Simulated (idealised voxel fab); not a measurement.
A process module follows: voxel capacitor over wiring.
In the cross-section labelled cut, the width is 270 nm and each square cell is 5 nm.
Cross-section = grid of square cells, listed top down in bands; band = one or more rows. Basically the band line says how high the top is and how high the bottom is, in nm, and then what's in it from left to right, every material with its width in nm. Empty space shows up as "air", and if a single material carries "full width" it runs the full band edge to edge. Convention: height 0 is the level below which the wafer, as received, is all one material. The lowest band does not terminate at the bottom but continues downward, represented as "z 0 and below". When a width is written as two numbers, as in "30->40", the first number is the width in the top row of cells of the band and the second is the width in its bottom row, and the width changes by the same amount from each row to the next. The designation "no modifications", where it is given for a processing step, indicates that no cell of the cross-section was altered in the course of that step. "Unvented voids" lists enclosed empty spaces (at least 8 cells, no open path upward to the top), each as width x height at distance from the left edge, in nm. Heads up: the bit after the settings on a step's line is the simulator's remark on that step. overlay nm, on a step with a mask: how far to the right of its planned place the mask lay; to the left if negative.

**Process steps foreseen in the plan**
step 1: RECEIVE, material Si
step 2: CONFORMAL_DEP, material SiO2, thk nm 15
step 3: CONFORMAL_DEP, material SiCN, thk nm 5
step 4: DIRECTIONAL_DEP, material lowk, thk nm 15
step 5: PATTERN, tone open, mask id METAL_1, material resist, width nm 25, pitch nm 95, thk nm 15, overlay nm 0
step 6: DIRECTIONAL_ETCH, etch materials lowk, depth nm 15
step 7: DIRECTIONAL_ETCH, etch materials SiCN, depth nm 5
step 8: STRIP, etch materials resist
step 9: CONFORMAL_DEP, material TiN, thk nm 5
step 10: FILL_DEP, material W, thk nm 10
step 11: CMP, height nm 35
step 12: EPI, material Ru, thk nm 5
step 13: FILL_DEP, material SiCN, thk nm 5
step 14: DIRECTIONAL_DEP, material SiO2, thk nm 15
step 15: MASKED_ETCH, tone open, mask id PLUG_1, width nm 15, etch materials SiO2, depth nm 15, overlay nm 0
step 16: MASKED_ETCH, tone open, mask id PLUG_1, width nm 15, etch materials SiCN, depth nm 5, overlay nm 0
step 17: EPI, material Ru, thk nm 10
step 18: EPI, material Ru, thk nm 10
step 19: DIRECTIONAL_DEP, material TiN, thk nm 5
step 20: DIRECTIONAL_DEP, material SiN, thk nm 5
step 21: DIRECTIONAL_DEP, material TiN, thk nm 10
step 22: MASKED_ETCH, tone cover, mask id UPPER_PLATE, width nm 75, etch materials TiN, depth nm 10, overlay nm 0
step 23: MASKED_ETCH, tone cover, mask id UPPER_PLATE, width nm 75, etch materials SiN, depth nm 5, overlay nm 0
step 24: DIRECTIONAL_DEP, material aC, thk nm 10
step 25: PATTERN, tone cover, mask id LOWER_PLATE, material resist, width nm 85, thk nm 25, overlay nm 0
step 26: DIRECTIONAL_ETCH, etch materials aC, depth nm 10
step 27: STRIP, etch materials resist
step 28: DIRECTIONAL_ETCH, etch materials TiN, depth nm 5
step 29: STRIP, etch materials aC
step 30: FILL_DEP, material SiO2, thk nm 20
step 31: CMP, height nm 95
step 32: PATTERN, tone open, mask id PLUG_2, material resist, width nm 15, thk nm 20, overlay nm 0
step 33: DIRECTIONAL_ETCH, etch materials SiO2, depth nm 15
step 34: STRIP, etch materials resist
step 35: CONFORMAL_DEP, material TiN, thk nm 5
step 36: FILL_DEP, material W, thk nm 10
step 37: CMP, height nm 95
step 38: CONFORMAL_DEP, material SiCN, thk nm 5

**Concerning the first of two wafers, which was run in accordance with the plan**

**Shown in cross-section is the wafer as received, that is, as it stands after step 1**
- z 0 and below | Si full width
- Unvented voids: none

**Step 2 done - wafer cross-section**
- z 15 to 0 | SiO2 full width
- Everything under 0 stays put, no change at all.

**Step 3 done - wafer cross-section**
- z 20 to 15 | SiCN full width
- Everything under 15 stays put, no change at all.

**Step 4 done - wafer cross-section**
- z 35 to 20 | lowk full width
- Everything under 20 stays put, no change at all.

**Step 5 done - wafer cross-section**
- z 50 to 35 | resist 75 | air 25 | resist 70 | air 25 | resist 75
- Everything under 35 stays put, no change at all.

**Step 6 done - wafer cross-section**
- z 50 to 35 | resist 75 | air 25 | resist 70 | air 25 | resist 75
- z 35 to 20 | lowk 75 | air 25 | lowk 70 | air 25 | lowk 75
- Everything under 20 stays put, no change at all.

**Step 7 done - wafer cross-section**
- z 50 to 35 | resist 75 | air 25 | resist 70 | air 25 | resist 75
- z 35 to 20 | lowk 75 | air 25 | lowk 70 | air 25 | lowk 75
- z 20 to 15 | SiCN 75 | air 25 | SiCN 70 | air 25 | SiCN 75
- Everything under 15 stays put, no change at all.

**Step 8 done - wafer cross-section**
- z 35 to 20 | lowk 75 | air 25 | lowk 70 | air 25 | lowk 75
- Everything under 20 stays put, no change at all.

**Step 9 done - wafer cross-section**
- z 40 to 35 | TiN 80 | air 15 | TiN 80 | air 15 | TiN 80
- z 35 to 20 | lowk 75 | TiN 5 | air 15 | TiN 5 | lowk 70 | TiN 5 | air 15 | TiN 5 | lowk 75
- z 20 to 15 | SiCN 75 | TiN 25 | SiCN 70 | TiN 25 | SiCN 75
- Everything under 15 stays put, no change at all.

**Step 10 done - wafer cross-section**
- z 50 to 40 | W full width
- z 40 to 35 | TiN 80 | W 15 | TiN 80 | W 15 | TiN 80
- z 35 to 20 | lowk 75 | TiN 5 | W 15 | TiN 5 | lowk 70 | TiN 5 | W 15 | TiN 5 | lowk 75
- Everything under 20 stays put, no change at all.

**Step 11 done - wafer cross-section**
- z 35 to 20 | lowk 75 | TiN 5 | W 15 | TiN 5 | lowk 70 | TiN 5 | W 15 | TiN 5 | lowk 75
- Everything under 20 stays put, no change at all.

**Step 12 done - wafer cross-section**
- z 40 to 35 | air 70 | Ru 35 | air 60 | Ru 35 | air 70
- Everything under 35 stays put, no change at all.

**Step 13 done - wafer cross-section**
- z 45 to 40 | SiCN full width
- z 40 to 35 | SiCN 70 | Ru 35 | SiCN 60 | Ru 35 | SiCN 70
- Everything under 35 stays put, no change at all.

**Step 14 done - wafer cross-section**
- z 60 to 45 | SiO2 full width
- Everything under 45 stays put, no change at all.

**Step 15 done - wafer cross-section**
- z 60 to 45 | SiO2 85 | air 15 | SiO2 170
- Everything under 45 stays put, no change at all.

**Step 16 done - wafer cross-section**
- z 60 to 45 | SiO2 85 | air 15 | SiO2 170
- z 45 to 40 | SiCN 85 | air 15 | SiCN 170
- Everything under 40 stays put, no change at all.

**Step 17 done - wafer cross-section**
- z 60 to 50 | SiO2 85 | air 15 | SiO2 170
- z 50 to 45 | SiO2 85 | Ru 15 | SiO2 170
- z 45 to 40 | SiCN 85 | Ru 15 | SiCN 170
- Everything under 40 stays put, no change at all.

**Step 18 done - wafer cross-section**
- z 60 to 45 | SiO2 85 | Ru 15 | SiO2 170
- Everything under 45 stays put, no change at all.

**Step 19 done - wafer cross-section**
- z 65 to 60 | TiN full width
- Everything under 60 stays put, no change at all.

**Step 20 done - wafer cross-section**
- z 70 to 65 | SiN full width
- Everything under 65 stays put, no change at all.

**Step 21 done - wafer cross-section**
- z 80 to 70 | TiN full width
- Everything under 70 stays put, no change at all.

**Step 22 done - wafer cross-section**
- z 80 to 70 | air 85 | TiN 75 | air 110
- Everything under 70 stays put, no change at all.

**Step 23 done - wafer cross-section**
- z 80 to 70 | air 85 | TiN 75 | air 110
- z 70 to 65 | air 85 | SiN 75 | air 110
- Everything under 65 stays put, no change at all.

**Step 24 done - wafer cross-section**
- z 90 to 80 | air 85 | aC 75 | air 110
- z 80 to 75 | air 85 | TiN 75 | air 110
- z 75 to 70 | aC 85 | TiN 75 | aC 110
- z 70 to 65 | aC 85 | SiN 75 | aC 110
- Everything under 65 stays put, no change at all.

**Step 25 done - wafer cross-section**
- z 115 to 90 | air 80 | resist 85 | air 105
- z 90 to 80 | air 80 | resist 5 | aC 75 | resist 5 | air 105
- z 80 to 75 | air 80 | resist 5 | TiN 75 | resist 5 | air 105
- Everything under 75 stays put, no change at all.

**Step 26 done - wafer cross-section**
- z 105 to 90 | air 80 | resist 85 | air 105
- z 90 to 80 | air 80 | resist 5 | aC 75 | resist 5 | air 105
- z 80 to 75 | air 80 | resist 5 | TiN 75 | resist 5 | air 105
- z 75 to 70 | air 80 | aC 5 | TiN 75 | aC 5 | air 105
- z 70 to 65 | air 80 | aC 5 | SiN 75 | aC 5 | air 105
- Everything under 65 stays put, no change at all.

**Step 27 done - wafer cross-section**
- z 90 to 80 | air 85 | aC 75 | air 110
- z 80 to 75 | air 85 | TiN 75 | air 110
- Everything under 75 stays put, no change at all.

**Step 28 done - wafer cross-section**
- z 90 to 80 | air 85 | aC 75 | air 110
- z 80 to 75 | air 85 | TiN 75 | air 110
- z 75 to 70 | air 80 | aC 5 | TiN 75 | aC 5 | air 105
- z 70 to 65 | air 80 | aC 5 | SiN 75 | aC 5 | air 105
- z 65 to 60 | air 80 | TiN 85 | air 105
- Everything under 60 stays put, no change at all.

**Step 29 done - wafer cross-section**
- z 80 to 70 | air 85 | TiN 75 | air 110
- z 70 to 65 | air 85 | SiN 75 | air 110
- Everything under 65 stays put, no change at all.

**Step 30 done - wafer cross-section**
- z 100 to 80 | SiO2 full width
- z 80 to 70 | SiO2 85 | TiN 75 | SiO2 110
- z 70 to 65 | SiO2 85 | SiN 75 | SiO2 110
- z 65 to 60 | SiO2 80 | TiN 85 | SiO2 105
- Everything under 60 stays put, no change at all.

**Step 31 done - wafer cross-section**
- z 95 to 80 | SiO2 full width
- Everything under 80 stays put, no change at all.

**Step 32 done - wafer cross-section**
- z 115 to 95 | resist 95 | air 15 | resist 160
- Everything under 95 stays put, no change at all.

**Step 33 done - wafer cross-section**
- z 115 to 95 | resist 95 | air 15 | resist 160
- z 95 to 80 | SiO2 95 | air 15 | SiO2 160
- Everything under 80 stays put, no change at all.

**Step 34 done - wafer cross-section**
- z 95 to 80 | SiO2 95 | air 15 | SiO2 160
- Everything under 80 stays put, no change at all.

**Step 35 done - wafer cross-section**
- z 100 to 95 | TiN 100 | air 5 | TiN 165
- z 95 to 85 | SiO2 95 | TiN 5 | air 5 | TiN 5 | SiO2 160
- z 85 to 80 | SiO2 95 | TiN 15 | SiO2 160
- Everything under 80 stays put, no change at all.

**Step 36 done - wafer cross-section**
- z 110 to 100 | W full width
- z 100 to 95 | TiN 100 | W 5 | TiN 165
- z 95 to 85 | SiO2 95 | TiN 5 | W 5 | TiN 5 | SiO2 160
- Everything under 85 stays put, no change at all.

**Step 37 done - wafer cross-section**
- z 95 to 85 | SiO2 95 | TiN 5 | W 5 | TiN 5 | SiO2 160
- Everything under 85 stays put, no change at all.

**Step 38 done - wafer cross-section**
- z 100 to 95 | SiCN full width
- Everything under 95 stays put, no change at all.

**Regarding the second of the two wafers: it shared the first wafer's starting condition and process plan, yet one error occurred during its execution. Its history coincides with that of the first wafer up to and including step 3**

**Second wafer, cut view, end of step 4 per plan**
- z 35 to 20 | W full width
- Everything under 20 stays put, no change at all.

**Second wafer, cut view, end of step 5 per plan**
- z 50 to 35 | resist 75 | air 25 | resist 70 | air 25 | resist 75
- Everything under 35 stays put, no change at all.

Second wafer, cut view, end of step 6 per plan: no modifications

Second wafer, cut view, end of step 7 per plan: no modifications

**Second wafer, cut view, end of step 8 per plan**
- z 35 to 20 | W full width
- Everything under 20 stays put, no change at all.

**Second wafer, cut view, end of step 9 per plan**
- z 40 to 35 | TiN full width
- Everything under 35 stays put, no change at all.

**Second wafer, cut view, end of step 10 per plan**
- z 50 to 40 | W full width
- Everything under 40 stays put, no change at all.

**Second wafer, cut view, end of step 11 per plan**
- z 35 to 20 | W full width
- Everything under 20 stays put, no change at all.

**Second wafer, cut view, end of step 12 per plan**
- z 40 to 35 | Ru full width
- Everything under 35 stays put, no change at all.

**Second wafer, cut view, end of step 13 per plan**
- z 45 to 40 | SiCN full width
- Everything under 40 stays put, no change at all.

**Second wafer, cut view, end of step 14 per plan**
- z 60 to 45 | SiO2 full width
- Everything under 45 stays put, no change at all.

**Second wafer, cut view, end of step 15 per plan**
- z 60 to 45 | SiO2 85 | air 15 | SiO2 170
- Everything under 45 stays put, no change at all.

**Second wafer, cut view, end of step 16 per plan**
- z 60 to 45 | SiO2 85 | air 15 | SiO2 170
- z 45 to 40 | SiCN 85 | air 15 | SiCN 170
- Everything under 40 stays put, no change at all.

**Second wafer, cut view, end of step 17 per plan**
- z 60 to 50 | SiO2 85 | air 15 | SiO2 170
- z 50 to 45 | SiO2 85 | Ru 15 | SiO2 170
- z 45 to 40 | SiCN 85 | Ru 15 | SiCN 170
- Everything under 40 stays put, no change at all.

**Second wafer, cut view, end of step 18 per plan**
- z 60 to 45 | SiO2 85 | Ru 15 | SiO2 170
- Everything under 45 stays put, no change at all.

**Second wafer, cut view, end of step 19 per plan**
- z 65 to 60 | TiN full width
- Everything under 60 stays put, no change at all.

**Second wafer, cut view, end of step 20 per plan**
- z 70 to 65 | SiN full width
- Everything under 65 stays put, no change at all.

**Second wafer, cut view, end of step 21 per plan**
- z 80 to 70 | TiN full width
- Everything under 70 stays put, no change at all.

**Second wafer, cut view, end of step 22 per plan**
- z 80 to 70 | air 85 | TiN 75 | air 110
- Everything under 70 stays put, no change at all.

**Second wafer, cut view, end of step 23 per plan**
- z 80 to 70 | air 85 | TiN 75 | air 110
- z 70 to 65 | air 85 | SiN 75 | air 110
- Everything under 65 stays put, no change at all.

**Second wafer, cut view, end of step 24 per plan**
- z 90 to 80 | air 85 | aC 75 | air 110
- z 80 to 75 | air 85 | TiN 75 | air 110
- z 75 to 70 | aC 85 | TiN 75 | aC 110
- z 70 to 65 | aC 85 | SiN 75 | aC 110
- Everything under 65 stays put, no change at all.

**Second wafer, cut view, end of step 25 per plan**
- z 115 to 90 | air 80 | resist 85 | air 105
- z 90 to 80 | air 80 | resist 5 | aC 75 | resist 5 | air 105
- z 80 to 75 | air 80 | resist 5 | TiN 75 | resist 5 | air 105
- Everything under 75 stays put, no change at all.

**Second wafer, cut view, end of step 26 per plan**
- z 105 to 90 | air 80 | resist 85 | air 105
- z 90 to 80 | air 80 | resist 5 | aC 75 | resist 5 | air 105
- z 80 to 75 | air 80 | resist 5 | TiN 75 | resist 5 | air 105
- z 75 to 70 | air 80 | aC 5 | TiN 75 | aC 5 | air 105
- z 70 to 65 | air 80 | aC 5 | SiN 75 | aC 5 | air 105
- Everything under 65 stays put, no change at all.

**Second wafer, cut view, end of step 27 per plan**
- z 90 to 80 | air 85 | aC 75 | air 110
- z 80 to 75 | air 85 | TiN 75 | air 110
- Everything under 75 stays put, no change at all.

**Second wafer, cut view, end of step 28 per plan**
- z 90 to 80 | air 85 | aC 75 | air 110
- z 80 to 75 | air 85 | TiN 75 | air 110
- z 75 to 70 | air 80 | aC 5 | TiN 75 | aC 5 | air 105
- z 70 to 65 | air 80 | aC 5 | SiN 75 | aC 5 | air 105
- z 65 to 60 | air 80 | TiN 85 | air 105
- Everything under 60 stays put, no change at all.

**Second wafer, cut view, end of step 29 per plan**
- z 80 to 70 | air 85 | TiN 75 | air 110
- z 70 to 65 | air 85 | SiN 75 | air 110
- Everything under 65 stays put, no change at all.

**Second wafer, cut view, end of step 30 per plan**
- z 100 to 80 | SiO2 full width
- z 80 to 70 | SiO2 85 | TiN 75 | SiO2 110
- z 70 to 65 | SiO2 85 | SiN 75 | SiO2 110
- z 65 to 60 | SiO2 80 | TiN 85 | SiO2 105
- Everything under 60 stays put, no change at all.

**Second wafer, cut view, end of step 31 per plan**
- z 95 to 80 | SiO2 full width
- Everything under 80 stays put, no change at all.

**Second wafer, cut view, end of step 32 per plan**
- z 115 to 95 | resist 95 | air 15 | resist 160
- Everything under 95 stays put, no change at all.

**Second wafer, cut view, end of step 33 per plan**
- z 115 to 95 | resist 95 | air 15 | resist 160
- z 95 to 80 | SiO2 95 | air 15 | SiO2 160
- Everything under 80 stays put, no change at all.

**Second wafer, cut view, end of step 34 per plan**
- z 95 to 80 | SiO2 95 | air 15 | SiO2 160
- Everything under 80 stays put, no change at all.

**Second wafer, cut view, end of step 35 per plan**
- z 100 to 95 | TiN 100 | air 5 | TiN 165
- z 95 to 85 | SiO2 95 | TiN 5 | air 5 | TiN 5 | SiO2 160
- z 85 to 80 | SiO2 95 | TiN 15 | SiO2 160
- Everything under 80 stays put, no change at all.

**Second wafer, cut view, end of step 36 per plan**
- z 110 to 100 | W full width
- z 100 to 95 | TiN 100 | W 5 | TiN 165
- z 95 to 85 | SiO2 95 | TiN 5 | W 5 | TiN 5 | SiO2 160
- Everything under 85 stays put, no change at all.

**Second wafer, cut view, end of step 37 per plan**
- z 95 to 85 | SiO2 95 | TiN 5 | W 5 | TiN 5 | SiO2 160
- Everything under 85 stays put, no change at all.

**Second wafer, cut view, end of step 38 per plan**
- z 100 to 95 | SiCN full width
- Everything under 95 stays put, no change at all.
In executing the process, a mistake was made relative to the plan: step 4 was run on a setting that differed from the plan, and what really ran there is DIRECTIONAL_DEP, material W, thk nm 15
Wafer comparison, final, in cells, second relative to first, materials more or fewer: 40 more of Ru | 30 fewer of SiCN | 22 fewer of TiN | 144 more of W | 132 fewer of lowk
